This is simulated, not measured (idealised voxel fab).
process module | voxel self aligned vias
cross-section cut | 220 nm wide | cells 5 nm
A cross-section is a grid of square cells, given in bands from the top down. A band is one or more rows of cells.
Each band's line starts with the height of the band's top and of its bottom, in nm. Then come its materials from left to right, each with its width in nm. One material with "throughout" fills the band from edge to edge. "air" is empty space.
Height 0 is the level under which the wafer as received is all one material. The lowest band goes on downwards, as in "0 down".
A width such as "30 to 40" changes by the same amount from each row of cells to the next, from the band's top row to its bottom row.
"no change" after a step means that no cell of the cross-section changed.
closed voids: empty space of 8 cells or more with no open way to the top, each as width x height at its distance from the left edge, in nm
after a step's settings: what the simulator itself notes on the step
overlay nm, on a step with a mask: how far to the right of its planned place the mask lay; to the left if negative
plan
1 op RECEIVE | material Si
2 op CONFORMAL_DEP | material SiO2 | thk nm 10
3 op CONFORMAL_DEP | material SiCN | thk nm 5
4 op DIRECTIONAL_DEP | material lowk | thk nm 30
5 op DIRECTIONAL_DEP | material aC | thk nm 10
6 op PATTERN | tone open | mask id LINES | material resist | width nm 30 | pitch nm 70 | thk nm 30 | overlay nm 0
7 op DIRECTIONAL_ETCH | etch materials aC | depth nm 10
8 op STRIP | etch materials resist
9 op DIRECTIONAL_ETCH | etch materials lowk | depth nm 30
10 op STRIP | etch materials aC
11 op CONFORMAL_DEP | material TiN | thk nm 5
12 op FILL_DEP | material W | thk nm 5
13 op CMP | height nm 45
14 op SELECTIVE_ETCH | etch materials W Ru TiN | depth nm 10
15 op FILL_DEP | material SiN | thk nm 10
16 op CMP | height nm 45
17 op DIRECTIONAL_DEP | material lowk | thk nm 15
18 op MASKED_ETCH | tone open | mask id VIAS | width nm 40 | pitch nm 70 | etch materials lowk | depth nm 15 | overlay nm 0
19 op MASKED_ETCH | tone open | mask id VIAS | width nm 40 | pitch nm 70 | etch materials SiN | depth nm 10 | overlay nm 0
20 op CONFORMAL_DEP | material TiN | thk nm 5
21 op FILL_DEP | material W | thk nm 10
22 op CMP | height nm 60
23 op CONFORMAL_DEP | material SiCN | thk nm 5
first wafer, as planned
as received, after step 1
  0 down: Si throughout
  closed voids: none
after step 2
  10 to 0: SiO2 throughout
  below 0: unchanged
after step 3
  15 to 10: SiCN throughout
  below 10: unchanged
after step 4
  45 to 15: lowk throughout
  below 15: unchanged
after step 5
  55 to 45: aC throughout
  below 45: unchanged
after step 6
  85 to 55: resist 60 | air 30 | resist 40 | air 30 | resist 60
  below 55: unchanged
after step 7
  75 to 55: resist 60 | air 30 | resist 40 | air 30 | resist 60
  55 to 45: aC 60 | air 30 | aC 40 | air 30 | aC 60
  below 45: unchanged
after step 8
  55 to 45: aC 60 | air 30 | aC 40 | air 30 | aC 60
  below 45: unchanged
after step 9
  55 to 45: aC 60 | air 30 | aC 40 | air 30 | aC 60
  45 to 15: lowk 60 | air 30 | lowk 40 | air 30 | lowk 60
  below 15: unchanged
after step 10
  45 to 15: lowk 60 | air 30 | lowk 40 | air 30 | lowk 60
  below 15: unchanged
after step 11
  50 to 45: TiN 65 | air 20 | TiN 50 | air 20 | TiN 65
  45 to 20: lowk 60 | TiN 5 | air 20 | TiN 5 | lowk 40 | TiN 5 | air 20 | TiN 5 | lowk 60
  20 to 15: lowk 60 | TiN 30 | lowk 40 | TiN 30 | lowk 60
  below 15: unchanged
after step 12
  55 to 50: W throughout
  50 to 45: TiN 65 | W 20 | TiN 50 | W 20 | TiN 65
  45 to 20: lowk 60 | TiN 5 | W 20 | TiN 5 | lowk 40 | TiN 5 | W 20 | TiN 5 | lowk 60
  below 20: unchanged
after step 13
  45 to 20: lowk 60 | TiN 5 | W 20 | TiN 5 | lowk 40 | TiN 5 | W 20 | TiN 5 | lowk 60
  below 20: unchanged
after step 14
  45 to 35: lowk 60 | air 30 | lowk 40 | air 30 | lowk 60
  below 35: unchanged
after step 15
  55 to 45: SiN throughout
  45 to 35: lowk 60 | SiN 30 | lowk 40 | SiN 30 | lowk 60
  below 35: unchanged
after step 16
  45 to 35: lowk 60 | SiN 30 | lowk 40 | SiN 30 | lowk 60
  below 35: unchanged
after step 17
  60 to 45: lowk throughout
  below 45: unchanged
after step 18
  60 to 45: lowk 55 | air 40 | lowk 30 | air 40 | lowk 55
  below 45: unchanged
after step 19
  60 to 45: lowk 55 | air 40 | lowk 30 | air 40 | lowk 55
  45 to 35: lowk 60 | air 30 | lowk 40 | air 30 | lowk 60
  below 35: unchanged
after step 20
  65 to 60: TiN 60 | air 30 | TiN 40 | air 30 | TiN 60
  60 to 50: lowk 55 | TiN 5 | air 30 | TiN 5 | lowk 30 | TiN 5 | air 30 | TiN 5 | lowk 55
  50 to 40: lowk 55 to 60 | TiN 10 to 5 | air 20 | TiN 10 to 5 | lowk 30 to 40 | TiN 10 to 5 | air 20 | TiN 10 to 5 | lowk 55 to 60
  40 to 35: lowk 60 | TiN 30 | lowk 40 | TiN 30 | lowk 60
  below 35: unchanged
after step 21
  75 to 65: W throughout
  65 to 60: TiN 60 | W 30 | TiN 40 | W 30 | TiN 60
  60 to 50: lowk 55 | TiN 5 | W 30 | TiN 5 | lowk 30 | TiN 5 | W 30 | TiN 5 | lowk 55
  50 to 40: lowk 55 to 60 | TiN 10 to 5 | W 20 | TiN 10 to 5 | lowk 30 to 40 | TiN 10 to 5 | W 20 | TiN 10 to 5 | lowk 55 to 60
  below 40: unchanged
after step 22
  60 to 50: lowk 55 | TiN 5 | W 30 | TiN 5 | lowk 30 | TiN 5 | W 30 | TiN 5 | lowk 55
  below 50: unchanged
after step 23
  65 to 60: SiCN throughout
  below 60: unchanged
second wafer: like start, like plan, one mistake. Through step 21 it matches the first wafer
when step 22 should have ended
  70 to 65: W throughout
  below 65: unchanged
when step 23 should have ended
  75 to 70: SiCN throughout
  below 70: unchanged
what went wrong: step 22 ran as: op CMP | height nm 70
at the end the second wafer has, in cells: 32 more of TiN | 56 more of W
